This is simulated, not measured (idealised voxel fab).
A process module follows: voxel self aligned vias.
Square cell edge 5 nm, section width 210 nm, ID cut.
In what follows, cross-sections appear as grids of square cells, described through bands that run from the top down, where every band is one or more rows of cells. What a band's entry tells you: where the top is and where the bottom is, as heights in nm, and after that what lies inside, material by material from left to right, each with its width in nm. Empty space is written as the word "air", and a single material marked with the word "edge to edge" occupies the band from edge to edge. Heights from 0 (as-received wafer is one material below). Bottom band endless downward, as "0 nm and below". Quick explanation for "30..40": the width changes in equal steps down the rows of cells, from the first number in the band's top row to the second number in its bottom row. Basically "remained the same" means that step didn't change any cell in the cross-section. This entry, "Catalogued sealed voids", enumerates those empty regions of no fewer than 8 cells that possess no open connection to the top. Each region is reported in the form width x height at distance, the distance being taken from the left edge, with all three quantities expressed in nm. Text after the settings on a step's line: the simulator's own remark on that step. overlay nm: mask offset rightward from planned place, masked step; negative means leftward offset.

## Planned process steps
| 1 | RECEIVE (material Si) |
| 2 | CONFORMAL_DEP (material SiO2; thk nm 15) |
| 3 | CONFORMAL_DEP (material SiCN; thk nm 5) |
| 4 | DIRECTIONAL_DEP (material SiO2; thk nm 30) |
| 5 | DIRECTIONAL_DEP (material aC; thk nm 15) |
| 6 | PATTERN (tone open; mask id LINES; material resist; width nm 30; pitch nm 65; thk nm 30; overlay nm 0) |
| 7 | DIRECTIONAL_ETCH (etch materials aC; depth nm 15) |
| 8 | STRIP (etch materials resist) |
| 9 | DIRECTIONAL_ETCH (etch materials SiO2; depth nm 30) |
| 10 | STRIP (etch materials aC) |
| 11 | CONFORMAL_DEP (material TiN; thk nm 5) |
| 12 | FILL_DEP (material W; thk nm 10) |
| 13 | CMP (height nm 50) |
| 14 | SELECTIVE_ETCH (etch materials W Ru TiN; depth nm 5) |
| 15 | FILL_DEP (material SiN; thk nm 10) |
| 16 | CMP (height nm 50) |
| 17 | DIRECTIONAL_DEP (material SiO2; thk nm 20) |
| 18 | PATTERN (tone open; mask id VIAS; material resist; width nm 40; thk nm 15; overlay nm 0) |
| 19 | DIRECTIONAL_ETCH (etch materials SiO2; depth nm 20) |
| 20 | DIRECTIONAL_ETCH (etch materials SiN; depth nm 5) |
| 21 | STRIP (etch materials resist) |
| 22 | CONFORMAL_DEP (material TiN; thk nm 5) |
| 23 | FILL_DEP (material Ru; thk nm 10) |
| 24 | CMP (height nm 70) |
| 25 | CONFORMAL_DEP (material SiN; thk nm 5) |

## as received, after step 1
  0 nm and below | Si edge to edge
  Catalogued sealed voids: none

## Wafer at module end, in section. Began as above, planned as above, run with one mistake
  75 nm to 70 nm | SiN edge to edge
  70 nm to 55 nm | 50 SiO2, 5 TiN, 30 Ru, 5 TiN, 120 SiO2
  55 nm to 50 nm | 50 SiO2, 10 TiN, 20 Ru, 10 TiN, 120 SiO2
  50 nm to 45 nm | 55 SiO2, 30 TiN, 35 SiO2, 30 SiN, 60 SiO2
  45 nm to 25 nm | 55 SiO2, 5 TiN, 20 W, 5 TiN, 35 SiO2, 5 TiN, 20 W, 5 TiN, 60 SiO2
  25 nm to 20 nm | 55 SiO2, 30 TiN, 35 SiO2, 30 TiN, 60 SiO2
  20 nm to 5 nm | SiO2 edge to edge
  5 nm to 0 nm | SiCN edge to edge
  0 nm and below | Si edge to edge
  Catalogued sealed voids: none
Misprocessing identified: contrary to the plan, steps 2 and 3 were processed in exchanged order
